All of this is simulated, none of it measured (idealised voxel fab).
Title: Process Module voxel capacitor over wiring
This is section cut - it's 280 nm across, gridded in 5 nm square cells.
A cross-section is a grid of square cells, given in bands from the top down. A band is one or more rows of cells. Band: top height; bottom height; in nm. Then, left to right: material with width in nm, for each material. "full width": a single material spanning edge to edge. "empty": empty space. Below 0: as-received wafer, all one material; heights counted from there. Lowest band: no bottom, goes on down, written "0 -> down". A two-number width, for instance "30->40", indicates that the width is equal to the first number in the top row of the band and to the second number in the bottom row, and that it changes by a constant amount per row of cells. "no change occurred" -> step changed no cross-section cell. In "Closed voids list" the enclosed voids are listed, meaning empty spaces of 8 cells or larger without any opening to the top. The form is width x height at distance, distance from the left edge, units nm. Step line, after settings: the simulator's comment on this step. "overlay nm", when on a step's line for a step with a mask, measures how far to the right of its planned place the mask lay; a negative measure means to the left. The remainder of this document consists of a sequence of paired cross-sections. Each pair presents the cross-section prior to one process step together with the cross-section following it, the latter being rendered only as deep as the lowest band that underwent change. The intervening step, together with its settings, is stated beneath each pair. Because the pairs may originate from different runs of this module on the same starting wafer, a given pair is to be read as continuing from the preceding pair only where its entry headed "Before this step" so indicates.

Before this step
* 0 -> down | Si full width
* Closed voids list: none

Section, Post-Step
* 15 -> 0 | SiO2 full width
* Note: structure below 0 unchanged.
* Closed voids list: none
The before and after cross-sections above are linked by CONFORMAL_DEP,material SiO2,thk nm 15

Before this step: Reference is made to the cross-section shown after the step in the pair directly above, which represents the state prior to this step.

Section, Post-Step
* 20 -> 15 | SiCN full width
* Note: structure below 15 unchanged.
* Closed voids list: none
The before and after cross-sections above are linked by CONFORMAL_DEP,material SiCN,thk nm 5

Before this step: Reference is made to the cross-section shown after the step in the pair directly above, which represents the state prior to this step.

Section, Post-Step
* 45 -> 20 | lowk full width
* Note: structure below 20 unchanged.
* Closed voids list: none
The before and after cross-sections above are linked by DIRECTIONAL_DEP,material lowk,thk nm 25

Before this step: Reference is made to the cross-section shown after the step in the pair directly above, which represents the state prior to this step.

Section, Post-Step
* 60 -> 45 | resist (85); empty (20); resist (70); empty (20); resist (85)
* Note: structure below 45 unchanged.
* Closed voids list: none
The before and after cross-sections above are linked by PATTERN,tone open,mask id METAL_1,material resist,width nm 20,pitch nm 90,thk nm 15,overlay nm 0

Before this step: Reference is made to the cross-section shown after the step in the pair directly above, which represents the state prior to this step.

Section, Post-Step
* 60 -> 45 | resist (85); empty (20); resist (70); empty (20); resist (85)
* 45 -> 20 | lowk (85); empty (20); lowk (70); empty (20); lowk (85)
* Note: structure below 20 unchanged.
* Closed voids list: none
The before and after cross-sections above are linked by DIRECTIONAL_ETCH,etch materials lowk,depth nm 25

Before this step: Reference is made to the cross-section shown after the step in the pair directly above, which represents the state prior to this step.

Section, Post-Step
* 60 -> 45 | resist (85); empty (20); resist (70); empty (20); resist (85)
* 45 -> 20 | lowk (85); empty (20); lowk (70); empty (20); lowk (85)
* 20 -> 15 | SiCN (85); empty (20); SiCN (70); empty (20); SiCN (85)
* Note: structure below 15 unchanged.
* Closed voids list: none
The before and after cross-sections above are linked by DIRECTIONAL_ETCH,etch materials SiCN,depth nm 5

Before this step: Reference is made to the cross-section shown after the step in the pair directly above, which represents the state prior to this step.

Section, Post-Step
* 45 -> 20 | lowk (85); empty (20); lowk (70); empty (20); lowk (85)
* Note: structure below 20 unchanged.
* Closed voids list: none
The before and after cross-sections above are linked by STRIP,etch materials resist

Before this step: Reference is made to the cross-section shown after the step in the pair directly above, which represents the state prior to this step.

Section, Post-Step
* 50 -> 45 | TiN (90); empty (10); TiN (80); empty (10); TiN (90)
* 45 -> 20 | lowk (85); TiN (5); empty (10); TiN (5); lowk (70); TiN (5); empty (10); TiN (5); lowk (85)
* 20 -> 15 | SiCN (85); TiN (20); SiCN (70); TiN (20); SiCN (85)
* Note: structure below 15 unchanged.
* Closed voids list: none
The before and after cross-sections above are linked by CONFORMAL_DEP,material TiN,thk nm 5

Before this step: Reference is made to the cross-section shown after the step in the pair directly above, which represents the state prior to this step.

Section, Post-Step
* 55 -> 50 | W full width
* 50 -> 45 | TiN (90); W (10); TiN (80); W (10); TiN (90)
* 45 -> 20 | lowk (85); TiN (5); W (10); TiN (5); lowk (70); TiN (5); W (10); TiN (5); lowk (85)
* Note: structure below 20 unchanged.
* Closed voids list: none
The before and after cross-sections above are linked by FILL_DEP,material W,thk nm 5

Before this step: Reference is made to the cross-section shown after the step in the pair directly above, which represents the state prior to this step.

Section, Post-Step
* 45 -> 20 | lowk (85); TiN (5); W (10); TiN (5); lowk (70); TiN (5); W (10); TiN (5); lowk (85)
* Note: structure below 20 unchanged.
* Closed voids list: none
The before and after cross-sections above are linked by CMP,height nm 45

Before this step: Reference is made to the cross-section shown after the step in the pair directly above, which represents the state prior to this step.

Section, Post-Step
* 50 -> 45 | empty (80); Ru (30); empty (60); Ru (30); empty (80)
* Note: structure below 45 unchanged.
* Closed voids list: none
The before and after cross-sections above are linked by EPI,material Ru,thk nm 5

Before this step: Reference is made to the cross-section shown after the step in the pair directly above, which represents the state prior to this step.

Section, Post-Step
* 55 -> 50 | SiCN full width
* 50 -> 45 | SiCN (80); Ru (30); SiCN (60); Ru (30); SiCN (80)
* Note: structure below 45 unchanged.
* Closed voids list: none
The before and after cross-sections above are linked by FILL_DEP,material SiCN,thk nm 5

Before this step: Reference is made to the cross-section shown after the step in the pair directly above, which represents the state prior to this step.

Section, Post-Step
* 75 -> 55 | SiO2 full width
* Note: structure below 55 unchanged.
* Closed voids list: none
The before and after cross-sections above are linked by DIRECTIONAL_DEP,material SiO2,thk nm 20

Before this step: Reference is made to the cross-section shown after the step in the pair directly above, which represents the state prior to this step.

Section, Post-Step
* 75 -> 55 | SiO2 (90); empty (15); SiO2 (175)
* Note: structure below 55 unchanged.
* Closed voids list: none
The before and after cross-sections above are linked by MASKED_ETCH,tone open,mask id PLUG_1,width nm 15,etch materials SiO2,depth nm 20,overlay nm 0

Before this step: Reference is made to the cross-section shown after the step in the pair directly above, which represents the state prior to this step.

Section, Post-Step
* 75 -> 55 | SiO2 (90); empty (15); SiO2 (175)
* 55 -> 50 | SiCN (90); empty (15); SiCN (175)
* Note: structure below 50 unchanged.
* Closed voids list: none
The before and after cross-sections above are linked by MASKED_ETCH,tone open,mask id PLUG_1,width nm 15,etch materials SiCN,depth nm 5,overlay nm 0

Before this step: Reference is made to the cross-section shown after the step in the pair directly above, which represents the state prior to this step.

Section, Post-Step
* 80 -> 75 | TiN (95); empty (5); TiN (180)
* 75 -> 55 | SiO2 (90); TiN (5); empty (5); TiN (5); SiO2 (175)
* 55 -> 50 | SiCN (90); TiN (15); SiCN (175)
* Note: structure below 50 unchanged.
* Closed voids list: none
The before and after cross-sections above are linked by CONFORMAL_DEP,material TiN,thk nm 5

Before this step: Reference is made to the cross-section shown after the step in the pair directly above, which represents the state prior to this step.

Section, Post-Step
* 90 -> 80 | W full width
* 80 -> 75 | TiN (95); W (5); TiN (180)
* 75 -> 55 | SiO2 (90); TiN (5); W (5); TiN (5); SiO2 (175)
* Note: structure below 55 unchanged.
* Closed voids list: none
The before and after cross-sections above are linked by FILL_DEP,material W,thk nm 10

Before this step: Reference is made to the cross-section shown after the step in the pair directly above, which represents the state prior to this step.

Section, Post-Step
* 75 -> 55 | SiO2 (90); TiN (5); W (5); TiN (5); SiO2 (175)
* Note: structure below 55 unchanged.
* Closed voids list: none
The before and after cross-sections above are linked by CMP,height nm 75

Before this step: Reference is made to the cross-section shown after the step in the pair directly above, which represents the state prior to this step.

Section, Post-Step
* 80 -> 75 | TiN full width
* Note: structure below 75 unchanged.
* Closed voids list: none
The before and after cross-sections above are linked by DIRECTIONAL_DEP,material TiN,thk nm 5

Before this step: Reference is made to the cross-section shown after the step in the pair directly above, which represents the state prior to this step.

Section, Post-Step
* 85 -> 80 | SiN full width
* Note: structure below 80 unchanged.
* Closed voids list: none
The before and after cross-sections above are linked by DIRECTIONAL_DEP,material SiN,thk nm 5

Before this step: Reference is made to the cross-section shown after the step in the pair directly above, which represents the state prior to this step.

Section, Post-Step
* 90 -> 85 | TiN full width
* Note: structure below 85 unchanged.
* Closed voids list: none
The before and after cross-sections above are linked by DIRECTIONAL_DEP,material TiN,thk nm 5

Before this step: Reference is made to the cross-section shown after the step in the pair directly above, which represents the state prior to this step.

Section, Post-Step
* 90 -> 85 | empty (90); TiN (75); empty (115)
* Note: structure below 85 unchanged.
* Closed voids list: none
The before and after cross-sections above are linked by MASKED_ETCH,tone cover,mask id UPPER_PLATE,width nm 75,etch materials TiN,depth nm 5,overlay nm 0

Before this step: Reference is made to the cross-section shown after the step in the pair directly above, which represents the state prior to this step.

Section, Post-Step
* 90 -> 85 | empty (90); TiN (75); empty (115)
* 85 -> 80 | empty (90); SiN (75); empty (115)
* Note: structure below 80 unchanged.
* Closed voids list: none
The before and after cross-sections above are linked by MASKED_ETCH,tone cover,mask id UPPER_PLATE,width nm 75,etch materials SiN,depth nm 5,overlay nm 0

Before this step: Reference is made to the cross-section shown after the step in the pair directly above, which represents the state prior to this step.

Section, Post-Step
* 90 -> 85 | empty (90); TiN (75); empty (115)
* 85 -> 80 | empty (90); SiN (75); empty (115)
* 80 -> 75 | empty (85); TiN (85); empty (110)
* Note: structure below 75 unchanged.
* Closed voids list: none
The before and after cross-sections above are linked by MASKED_ETCH,tone cover,mask id LOWER_PLATE,width nm 85,etch materials TiN,depth nm 5,overlay nm 0

Before this step: Reference is made to the cross-section shown after the step in the pair directly above, which represents the state prior to this step.

Section, Post-Step
* 110 -> 90 | SiO2 full width
* 90 -> 85 | SiO2 (90); TiN (75); SiO2 (115)
* 85 -> 80 | SiO2 (90); SiN (75); SiO2 (115)
* 80 -> 75 | SiO2 (85); TiN (85); SiO2 (110)
* Note: structure below 75 unchanged.
* Closed voids list: none
The before and after cross-sections above are linked by FILL_DEP,material SiO2,thk nm 20

Before this step: Reference is made to the cross-section shown after the step in the pair directly above, which represents the state prior to this step.

Section, Post-Step
* 105 -> 90 | SiO2 full width
* Note: structure below 90 unchanged.
* Closed voids list: none
The before and after cross-sections above are linked by CMP,height nm 105

Before this step: Reference is made to the cross-section shown after the step in the pair directly above, which represents the state prior to this step.

Section, Post-Step
* 120 -> 105 | resist (100); empty (15); resist (165)
* Note: structure below 105 unchanged.
* Closed voids list: none
The before and after cross-sections above are linked by PATTERN,tone open,mask id PLUG_2,material resist,width nm 15,thk nm 15,overlay nm 0

Before this step: Reference is made to the cross-section shown after the step in the pair directly above, which represents the state prior to this step.

Section, Post-Step
* 120 -> 105 | resist (100); empty (15); resist (165)
* 105 -> 90 | SiO2 (100); empty (15); SiO2 (165)
* Note: structure below 90 unchanged.
* Closed voids list: none
The before and after cross-sections above are linked by DIRECTIONAL_ETCH,etch materials SiO2,depth nm 15

Before this step: Reference is made to the cross-section shown after the step in the pair directly above, which represents the state prior to this step.

Section, Post-Step
* 105 -> 90 | SiO2 (100); empty (15); SiO2 (165)
* Note: structure below 90 unchanged.
* Closed voids list: none
The before and after cross-sections above are linked by STRIP,etch materials resist

Before this step: Reference is made to the cross-section shown after the step in the pair directly above, which represents the state prior to this step.

Section, Post-Step
* 110 -> 105 | TiN (105); empty (5); TiN (170)
* 105 -> 95 | SiO2 (100); TiN (5); empty (5); TiN (5); SiO2 (165)
* 95 -> 85 | SiO2 (100->90); TiN (15->75); SiO2 (165->115)
* Note: structure below 85 unchanged.
* Closed voids list: none
The before and after cross-sections above are linked by CONFORMAL_DEP,material TiN,thk nm 5

Before this step: Reference is made to the cross-section shown after the step in the pair directly above, which represents the state prior to this step.

Section, Post-Step
* 120 -> 110 | W full width
* 110 -> 105 | TiN (105); W (5); TiN (170)
* 105 -> 95 | SiO2 (100); TiN (5); W (5); TiN (5); SiO2 (165)
* Note: structure below 95 unchanged.
* Closed voids list: none
The before and after cross-sections above are linked by FILL_DEP,material W,thk nm 10

Before this step: Reference is made to the cross-section shown after the step in the pair directly above, which represents the state prior to this step.

Section, Post-Step
* 105 -> 95 | SiO2 (100); TiN (5); W (5); TiN (5); SiO2 (165)
* Note: structure below 95 unchanged.
* Closed voids list: none
The before and after cross-sections above are linked by CMP,height nm 105

Before this step: Reference is made to the cross-section shown after the step in the pair directly above, which represents the state prior to this step.

Section, Post-Step
* 110 -> 105 | SiN full width
* Note: structure below 105 unchanged.
* Closed voids list: none
The before and after cross-sections above are linked by CONFORMAL_DEP,material SiN,thk nm 5

Before this step
* 50 -> 45 | empty (80); Ru (30); empty (60); Ru (30); empty (80)
* 45 -> 20 | lowk (85); TiN (5); W (10); TiN (5); lowk (70); TiN (5); W (10); TiN (5); lowk (85)
* 20 -> 15 | SiCN (85); TiN (20); SiCN (70); TiN (20); SiCN (85)
* 15 -> 0 | SiO2 full width
* 0 -> down | Si full width
* Closed voids list: none

Section, Post-Step
* 70 -> 65 | empty (80); SiO2 (30); empty (60); SiO2 (30); empty (80)
* 65 -> 50 | SiO2 full width
* 50 -> 45 | SiO2 (80); Ru (30); SiO2 (60); Ru (30); SiO2 (80)
* Note: structure below 45 unchanged.
* Closed voids list: none
The before and after cross-sections above are linked by DIRECTIONAL_DEP,material SiO2,thk nm 20

Before this step: Reference is made to the cross-section shown after the step in the pair directly above, which represents the state prior to this step.

Section, Post-Step
* 70 -> 65 | empty (80); SiO2 (10); empty (15); SiO2 (5); empty (60); SiO2 (30); empty (80)
* 65 -> 50 | SiO2 (90); empty (15); SiO2 (175)
* Note: structure below 50 unchanged.
* Closed voids list: none
The before and after cross-sections above are linked by MASKED_ETCH,tone open,mask id PLUG_1,width nm 15,etch materials SiO2,depth nm 20,overlay nm 0

Before this step: Reference is made to the cross-section shown after the step in the pair directly above, which represents the state prior to this step.

Section, Post-Step
* 75 -> 70 | empty (75); TiN (20); empty (5); TiN (15); empty (50); TiN (40); empty (75)
* 70 -> 65 | TiN (80); SiO2 (10); TiN (5); empty (5); TiN (5); SiO2 (5); TiN (60); SiO2 (30); TiN (80)
* 65 -> 55 | SiO2 (90); TiN (5); empty (5); TiN (5); SiO2 (175)
* 55 -> 50 | SiO2 (90); TiN (15); SiO2 (175)
* Note: structure below 50 unchanged.
* Closed voids list: none
The before and after cross-sections above are linked by CONFORMAL_DEP,material TiN,thk nm 5

Before this step: Reference is made to the cross-section shown after the step in the pair directly above, which represents the state prior to this step.

Section, Post-Step
* 85 -> 75 | W full width
* 75 -> 70 | W (75); TiN (20); W (5); TiN (15); W (50); TiN (40); W (75)
* 70 -> 65 | TiN (80); SiO2 (10); TiN (5); W (5); TiN (5); SiO2 (5); TiN (60); SiO2 (30); TiN (80)
* 65 -> 55 | SiO2 (90); TiN (5); W (5); TiN (5); SiO2 (175)
* Note: structure below 55 unchanged.
* Closed voids list: none
The before and after cross-sections above are linked by FILL_DEP,material W,thk nm 10

Before this step: Reference is made to the cross-section shown after the step in the pair directly above, which represents the state prior to this step.

Section, Post-Step
* 75 -> 70 | W (75); TiN (20); W (5); TiN (15); W (50); TiN (40); W (75)
* Note: structure below 70 unchanged.
* Closed voids list: none
The before and after cross-sections above are linked by CMP,height nm 75

Before this step: Reference is made to the cross-section shown after the step in the pair directly above, which represents the state prior to this step.

Section, Post-Step
* 80 -> 75 | TiN full width
* Note: structure below 75 unchanged.
* Closed voids list: none
The before and after cross-sections above are linked by DIRECTIONAL_DEP,material TiN,thk nm 5

Before this step: Reference is made to the cross-section shown after the step in the pair directly above, which represents the state prior to this step.

Section, Post-Step
* 85 -> 80 | SiN full width
* Note: structure below 80 unchanged.
* Closed voids list: none
The before and after cross-sections above are linked by DIRECTIONAL_DEP,material SiN,thk nm 5

Before this step: Reference is made to the cross-section shown after the step in the pair directly above, which represents the state prior to this step.

Section, Post-Step
* 90 -> 85 | TiN full width
* Note: structure below 85 unchanged.
* Closed voids list: none
The before and after cross-sections above are linked by DIRECTIONAL_DEP,material TiN,thk nm 5

Before this step: Reference is made to the cross-section shown after the step in the pair directly above, which represents the state prior to this step.

Section, Post-Step
* 90 -> 85 | empty (90); TiN (75); empty (115)
* Note: structure below 85 unchanged.
* Closed voids list: none
The before and after cross-sections above are linked by MASKED_ETCH,tone cover,mask id UPPER_PLATE,width nm 75,etch materials TiN,depth nm 5,overlay nm 0

Before this step: Reference is made to the cross-section shown after the step in the pair directly above, which represents the state prior to this step.

Section, Post-Step
* 90 -> 85 | empty (90); TiN (75); empty (115)
* 85 -> 80 | empty (90); SiN (75); empty (115)
* Note: structure below 80 unchanged.
* Closed voids list: none
The before and after cross-sections above are linked by MASKED_ETCH,tone cover,mask id UPPER_PLATE,width nm 75,etch materials SiN,depth nm 5,overlay nm 0

Before this step: Reference is made to the cross-section shown after the step in the pair directly above, which represents the state prior to this step.

Section, Post-Step
* 90 -> 85 | empty (90); TiN (75); empty (115)
* 85 -> 80 | empty (90); SiN (75); empty (115)
* 80 -> 75 | empty (85); TiN (85); empty (110)
* Note: structure below 75 unchanged.
* Closed voids list: none
The before and after cross-sections above are linked by MASKED_ETCH,tone cover,mask id LOWER_PLATE,width nm 85,etch materials TiN,depth nm 5,overlay nm 0

Before this step: Reference is made to the cross-section shown after the step in the pair directly above, which represents the state prior to this step.

Section, Post-Step
* 110 -> 90 | SiO2 full width
* 90 -> 85 | SiO2 (90); TiN (75); SiO2 (115)
* 85 -> 80 | SiO2 (90); SiN (75); SiO2 (115)
* 80 -> 75 | SiO2 (85); TiN (85); SiO2 (110)
* Note: structure below 75 unchanged.
* Closed voids list: none
The before and after cross-sections above are linked by FILL_DEP,material SiO2,thk nm 20

Before this step: Reference is made to the cross-section shown after the step in the pair directly above, which represents the state prior to this step.

Section, Post-Step
* 105 -> 90 | SiO2 full width
* Note: structure below 90 unchanged.
* Closed voids list: none
The before and after cross-sections above are linked by CMP,height nm 105

Before this step: Reference is made to the cross-section shown after the step in the pair directly above, which represents the state prior to this step.

Section, Post-Step
* 120 -> 105 | resist (100); empty (15); resist (165)
* Note: structure below 105 unchanged.
* Closed voids list: none
The before and after cross-sections above are linked by PATTERN,tone open,mask id PLUG_2,material resist,width nm 15,thk nm 15,overlay nm 0

Before this step: Reference is made to the cross-section shown after the step in the pair directly above, which represents the state prior to this step.

Section, Post-Step
* 120 -> 105 | resist (100); empty (15); resist (165)
* 105 -> 90 | SiO2 (100); empty (15); SiO2 (165)
* Note: structure below 90 unchanged.
* Closed voids list: none
The before and after cross-sections above are linked by DIRECTIONAL_ETCH,etch materials SiO2,depth nm 15

Before this step: Reference is made to the cross-section shown after the step in the pair directly above, which represents the state prior to this step.

Section, Post-Step
* 105 -> 90 | SiO2 (100); empty (15); SiO2 (165)
* Note: structure below 90 unchanged.
* Closed voids list: none
The before and after cross-sections above are linked by STRIP,etch materials resist

Before this step: Reference is made to the cross-section shown after the step in the pair directly above, which represents the state prior to this step.

Section, Post-Step
* 110 -> 105 | TiN (105); empty (5); TiN (170)
* 105 -> 95 | SiO2 (100); TiN (5); empty (5); TiN (5); SiO2 (165)
* 95 -> 85 | SiO2 (100->90); TiN (15->75); SiO2 (165->115)
* Note: structure below 85 unchanged.
* Closed voids list: none
The before and after cross-sections above are linked by CONFORMAL_DEP,material TiN,thk nm 5

Before this step: Reference is made to the cross-section shown after the step in the pair directly above, which represents the state prior to this step.

Section, Post-Step
* 120 -> 110 | W full width
* 110 -> 105 | TiN (105); W (5); TiN (170)
* 105 -> 95 | SiO2 (100); TiN (5); W (5); TiN (5); SiO2 (165)
* Note: structure below 95 unchanged.
* Closed voids list: none
The before and after cross-sections above are linked by FILL_DEP,material W,thk nm 10

Before this step: Reference is made to the cross-section shown after the step in the pair directly above, which represents the state prior to this step.

Section, Post-Step
* 105 -> 95 | SiO2 (100); TiN (5); W (5); TiN (5); SiO2 (165)
* Note: structure below 95 unchanged.
* Closed voids list: none
The before and after cross-sections above are linked by CMP,height nm 105

Before this step: Reference is made to the cross-section shown after the step in the pair directly above, which represents the state prior to this step.

Section, Post-Step
* 110 -> 105 | SiN full width
* Note: structure below 105 unchanged.
* Closed voids list: none
The before and after cross-sections above are linked by CONFORMAL_DEP,material SiN,thk nm 5

Before this step
* 15 -> 0 | SiO2 full width
* 0 -> down | Si full width
* Closed voids list: none

Section, Post-Step
* 30 -> 0 | SiO2 full width
* Note: structure below 0 unchanged.
* Closed voids list: none
The before and after cross-sections above are linked by CONFORMAL_DEP,material SiO2,thk nm 15

Before this step: Reference is made to the cross-section shown after the step in the pair directly above, which represents the state prior to this step.

Section, Post-Step
* 35 -> 30 | SiCN full width
* Note: structure below 30 unchanged.
* Closed voids list: none
The before and after cross-sections above are linked by CONFORMAL_DEP,material SiCN,thk nm 5

Before this step: Reference is made to the cross-section shown after the step in the pair directly above, which represents the state prior to this step.

Section, Post-Step
* 60 -> 35 | lowk full width
* Note: structure below 35 unchanged.
* Closed voids list: none
The before and after cross-sections above are linked by DIRECTIONAL_DEP,material lowk,thk nm 25

Before this step: Reference is made to the cross-section shown after the step in the pair directly above, which represents the state prior to this step.

Section, Post-Step
* 75 -> 60 | resist (85); empty (20); resist (70); empty (20); resist (85)
* Note: structure below 60 unchanged.
* Closed voids list: none
The before and after cross-sections above are linked by PATTERN,tone open,mask id METAL_1,material resist,width nm 20,pitch nm 90,thk nm 15,overlay nm 0

Before this step: Reference is made to the cross-section shown after the step in the pair directly above, which represents the state prior to this step.

Section, Post-Step
* 75 -> 60 | resist (85); empty (20); resist (70); empty (20); resist (85)
* 60 -> 35 | lowk (85); empty (20); lowk (70); empty (20); lowk (85)
* Note: structure below 35 unchanged.
* Closed voids list: none
The before and after cross-sections above are linked by DIRECTIONAL_ETCH,etch materials lowk,depth nm 25

Before this step: Reference is made to the cross-section shown after the step in the pair directly above, which represents the state prior to this step.

Section, Post-Step
* 75 -> 60 | resist (85); empty (20); resist (70); empty (20); resist (85)
* 60 -> 35 | lowk (85); empty (20); lowk (70); empty (20); lowk (85)
* 35 -> 30 | SiCN (85); empty (20); SiCN (70); empty (20); SiCN (85)
* Note: structure below 30 unchanged.
* Closed voids list: none
The before and after cross-sections above are linked by DIRECTIONAL_ETCH,etch materials SiCN,depth nm 5

Before this step: Reference is made to the cross-section shown after the step in the pair directly above, which represents the state prior to this step.

Section, Post-Step
* 60 -> 35 | lowk (85); empty (20); lowk (70); empty (20); lowk (85)
* Note: structure below 35 unchanged.
* Closed voids list: none
The before and after cross-sections above are linked by STRIP,etch materials resist

Before this step: Reference is made to the cross-section shown after the step in the pair directly above, which represents the state prior to this step.

Section, Post-Step
* 65 -> 60 | TiN (90); empty (10); TiN (80); empty (10); TiN (90)
* 60 -> 35 | lowk (85); TiN (5); empty (10); TiN (5); lowk (70); TiN (5); empty (10); TiN (5); lowk (85)
* 35 -> 30 | SiCN (85); TiN (20); SiCN (70); TiN (20); SiCN (85)
* Note: structure below 30 unchanged.
* Closed voids list: none
The before and after cross-sections above are linked by CONFORMAL_DEP,material TiN,thk nm 5

Before this step: Reference is made to the cross-section shown after the step in the pair directly above, which represents the state prior to this step.

Section, Post-Step
* 70 -> 65 | W full width
* 65 -> 60 | TiN (90); W (10); TiN (80); W (10); TiN (90)
* 60 -> 35 | lowk (85); TiN (5); W (10); TiN (5); lowk (70); TiN (5); W (10); TiN (5); lowk (85)
* Note: structure below 35 unchanged.
* Closed voids list: none
The before and after cross-sections above are linked by FILL_DEP,material W,thk nm 5

Before this step: Reference is made to the cross-section shown after the step in the pair directly above, which represents the state prior to this step.

Section, Post-Step
* 45 -> 35 | lowk (85); TiN (5); W (10); TiN (5); lowk (70); TiN (5); W (10); TiN (5); lowk (85)
* Note: structure below 35 unchanged.
* Closed voids list: none
The before and after cross-sections above are linked by CMP,height nm 45

Before this step: Reference is made to the cross-section shown after the step in the pair directly above, which represents the state prior to this step.

Section, Post-Step
* 50 -> 45 | empty (80); Ru (30); empty (60); Ru (30); empty (80)
* Note: structure below 45 unchanged.
* Closed voids list: none
The before and after cross-sections above are linked by EPI,material Ru,thk nm 5

Before this step: Reference is made to the cross-section shown after the step in the pair directly above, which represents the state prior to this step.

Section, Post-Step
* 55 -> 50 | SiCN full width
* 50 -> 45 | SiCN (80); Ru (30); SiCN (60); Ru (30); SiCN (80)
* Note: structure below 45 unchanged.
* Closed voids list: none
The before and after cross-sections above are linked by FILL_DEP,material SiCN,thk nm 5

Before this step: Reference is made to the cross-section shown after the step in the pair directly above, which represents the state prior to this step.

Section, Post-Step
* 75 -> 55 | SiO2 full width
* Note: structure below 55 unchanged.
* Closed voids list: none
The before and after cross-sections above are linked by DIRECTIONAL_DEP,material SiO2,thk nm 20

Before this step: Reference is made to the cross-section shown after the step in the pair directly above, which represents the state prior to this step.

Section, Post-Step
* 75 -> 55 | SiO2 (90); empty (15); SiO2 (175)
* Note: structure below 55 unchanged.
* Closed voids list: none
The before and after cross-sections above are linked by MASKED_ETCH,tone open,mask id PLUG_1,width nm 15,etch materials SiO2,depth nm 20,overlay nm 0

Before this step: Reference is made to the cross-section shown after the step in the pair directly above, which represents the state prior to this step.

Section, Post-Step
* 75 -> 55 | SiO2 (90); empty (15); SiO2 (175)
* 55 -> 50 | SiCN (90); empty (15); SiCN (175)
* Note: structure below 50 unchanged.
* Closed voids list: none
The before and after cross-sections above are linked by MASKED_ETCH,tone open,mask id PLUG_1,width nm 15,etch materials SiCN,depth nm 5,overlay nm 0

Before this step: Reference is made to the cross-section shown after the step in the pair directly above, which represents the state prior to this step.

Section, Post-Step
* 80 -> 75 | TiN (95); empty (5); TiN (180)
* 75 -> 55 | SiO2 (90); TiN (5); empty (5); TiN (5); SiO2 (175)
* 55 -> 50 | SiCN (90); TiN (15); SiCN (175)
* Note: structure below 50 unchanged.
* Closed voids list: none
The before and after cross-sections above are linked by CONFORMAL_DEP,material TiN,thk nm 5

Before this step: Reference is made to the cross-section shown after the step in the pair directly above, which represents the state prior to this step.

Section, Post-Step
* 90 -> 80 | W full width
* 80 -> 75 | TiN (95); W (5); TiN (180)
* 75 -> 55 | SiO2 (90); TiN (5); W (5); TiN (5); SiO2 (175)
* Note: structure below 55 unchanged.
* Closed voids list: none
The before and after cross-sections above are linked by FILL_DEP,material W,thk nm 10

Before this step: Reference is made to the cross-section shown after the step in the pair directly above, which represents the state prior to this step.

Section, Post-Step
* 75 -> 55 | SiO2 (90); TiN (5); W (5); TiN (5); SiO2 (175)
* Note: structure below 55 unchanged.
* Closed voids list: none
The before and after cross-sections above are linked by CMP,height nm 75

Before this step: Reference is made to the cross-section shown after the step in the pair directly above, which represents the state prior to this step.

Section, Post-Step
* 80 -> 75 | TiN full width
* Note: structure below 75 unchanged.
* Closed voids list: none
The before and after cross-sections above are linked by DIRECTIONAL_DEP,material TiN,thk nm 5

Before this step: Reference is made to the cross-section shown after the step in the pair directly above, which represents the state prior to this step.

Section, Post-Step
* 85 -> 80 | SiN full width
* Note: structure below 80 unchanged.
* Closed voids list: none
The before and after cross-sections above are linked by DIRECTIONAL_DEP,material SiN,thk nm 5

Before this step: Reference is made to the cross-section shown after the step in the pair directly above, which represents the state prior to this step.

Section, Post-Step
* 90 -> 85 | TiN full width
* Note: structure below 85 unchanged.
* Closed voids list: none
The before and after cross-sections above are linked by DIRECTIONAL_DEP,material TiN,thk nm 5

Before this step: Reference is made to the cross-section shown after the step in the pair directly above, which represents the state prior to this step.

Section, Post-Step
* 90 -> 85 | empty (90); TiN (75); empty (115)
* Note: structure below 85 unchanged.
* Closed voids list: none
The before and after cross-sections above are linked by MASKED_ETCH,tone cover,mask id UPPER_PLATE,width nm 75,etch materials TiN,depth nm 5,overlay nm 0

Before this step: Reference is made to the cross-section shown after the step in the pair directly above, which represents the state prior to this step.

Section, Post-Step
* 90 -> 85 | empty (90); TiN (75); empty (115)
* 85 -> 80 | empty (90); SiN (75); empty (115)
* Note: structure below 80 unchanged.
* Closed voids list: none
The before and after cross-sections above are linked by MASKED_ETCH,tone cover,mask id UPPER_PLATE,width nm 75,etch materials SiN,depth nm 5,overlay nm 0

Before this step: Reference is made to the cross-section shown after the step in the pair directly above, which represents the state prior to this step.

Section, Post-Step
* 90 -> 85 | empty (90); TiN (75); empty (115)
* 85 -> 80 | empty (90); SiN (75); empty (115)
* 80 -> 75 | empty (85); TiN (85); empty (110)
* Note: structure below 75 unchanged.
* Closed voids list: none
The before and after cross-sections above are linked by MASKED_ETCH,tone cover,mask id LOWER_PLATE,width nm 85,etch materials TiN,depth nm 5,overlay nm 0

Before this step: Reference is made to the cross-section shown after the step in the pair directly above, which represents the state prior to this step.

Section, Post-Step
* 110 -> 90 | SiO2 full width
* 90 -> 85 | SiO2 (90); TiN (75); SiO2 (115)
* 85 -> 80 | SiO2 (90); SiN (75); SiO2 (115)
* 80 -> 75 | SiO2 (85); TiN (85); SiO2 (110)
* Note: structure below 75 unchanged.
* Closed voids list: none
The before and after cross-sections above are linked by FILL_DEP,material SiO2,thk nm 20

Before this step: Reference is made to the cross-section shown after the step in the pair directly above, which represents the state prior to this step.

Section, Post-Step
* 105 -> 90 | SiO2 full width
* Note: structure below 90 unchanged.
* Closed voids list: none
The before and after cross-sections above are linked by CMP,height nm 105

Before this step: Reference is made to the cross-section shown after the step in the pair directly above, which represents the state prior to this step.

Section, Post-Step
* 120 -> 105 | resist (100); empty (15); resist (165)
* Note: structure below 105 unchanged.
* Closed voids list: none
The before and after cross-sections above are linked by PATTERN,tone open,mask id PLUG_2,material resist,width nm 15,thk nm 15,overlay nm 0

Before this step: Reference is made to the cross-section shown after the step in the pair directly above, which represents the state prior to this step.

Section, Post-Step
* 120 -> 105 | resist (100); empty (15); resist (165)
* 105 -> 90 | SiO2 (100); empty (15); SiO2 (165)
* Note: structure below 90 unchanged.
* Closed voids list: none
The before and after cross-sections above are linked by DIRECTIONAL_ETCH,etch materials SiO2,depth nm 15

Before this step: Reference is made to the cross-section shown after the step in the pair directly above, which represents the state prior to this step.

Section, Post-Step
* 105 -> 90 | SiO2 (100); empty (15); SiO2 (165)
* Note: structure below 90 unchanged.
* Closed voids list: none
The before and after cross-sections above are linked by STRIP,etch materials resist
